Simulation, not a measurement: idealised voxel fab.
The document below concerns the process module designated voxel plated lines.
In the cross-section labelled cut, the width is 240 nm and each square cell is 5 nm.
Reading order for cross-sections: top band down to bottom band. Underlying form: a grid of square cells. Band size: one or more rows of cells.
Top, bottom (nm), then materials left to right with widths (nm); lone material tagged "everywhere" fills the whole band edge to edge; "empty" = empty space.
Note: height 0 marks the level under which the wafer is uniformly one material as received. Lowest band unbounded below, written "0 -> down".
Think of "30 to 40" as a width that walks from the first number to the second as you go down the band, top row to bottom row, taking equal-sized steps from row to row.
Reading "no change" for a step: not a cell of the cross-section changed in it.
"Unvented cavities" contains a list of empty spaces, each no smaller than 8 cells and without an open way to the top, written in the form width x height at distance with the distance from the left edge and all three in nm.
Whatever follows a step's settings on its line is a remark the simulator itself makes about that step.
"overlay nm", when on a step's line for a step with a mask, measures how far to the right of its planned place the mask lay; a negative measure means to the left.

THE STEPS PLANNED FOR THE PROCESS ARE AS FOLLOWS
- 1: RECEIVE,material Si
- 2: CONFORMAL_DEP,material SiO2,thk nm 5
- 3: DIRECTIONAL_DEP,material TiN,thk nm 5
- 4: PATTERN,tone open,mask id LINES,material resist,width nm 30,pitch nm 45,thk nm 35,overlay nm 0
- 5: EPI,material Ru,thk nm 10
- 6: EPI,material Ru,thk nm 10
- 7: EPI,material Ru,thk nm 10
- 8: STRIP,etch materials resist
- 9: DIRECTIONAL_ETCH,etch materials TiN,depth nm 5
- 10: CONFORMAL_DEP,material SiCN,thk nm 5

THE CROSS-SECTION HERE SHOWS THE WAFER AS RECEIVED, I.E. IN ITS STATE AFTER STEP 1
> 0 -> down | Si everywhere
> Unvented cavities: none

CROSS-SECTIONAL RESULT AFTER MODULE COMPLETION. NOTE: STARTING CONDITION AND PLAN ARE UNCHANGED FROM ABOVE; ONE PROCESSING MISTAKE WAS MADE
> 45 -> 40 | 65 nm SiCN  20 nm empty  25 nm SiCN  20 nm empty  25 nm SiCN  20 nm empty  65 nm SiCN
> 40 -> 10 | 60 nm Ru  5 nm SiCN  20 nm empty  5 nm SiCN  15 nm Ru  5 nm SiCN  20 nm empty  5 nm SiCN  15 nm Ru  5 nm SiCN  20 nm empty  5 nm SiCN  60 nm Ru
> 10 -> 5 | 60 nm TiN  30 nm SiCN  15 nm TiN  30 nm SiCN  15 nm TiN  30 nm SiCN  60 nm TiN
> 5 -> 0 | SiO2 everywhere
> 0 -> down | Si everywhere
> Unvented cavities: none
Run error: step 4 was processed under conditions differing from the plan, specifically as PATTERN,tone cover,mask id LINES,material resist,width nm 30,pitch nm 45,thk nm 35,overlay nm 0
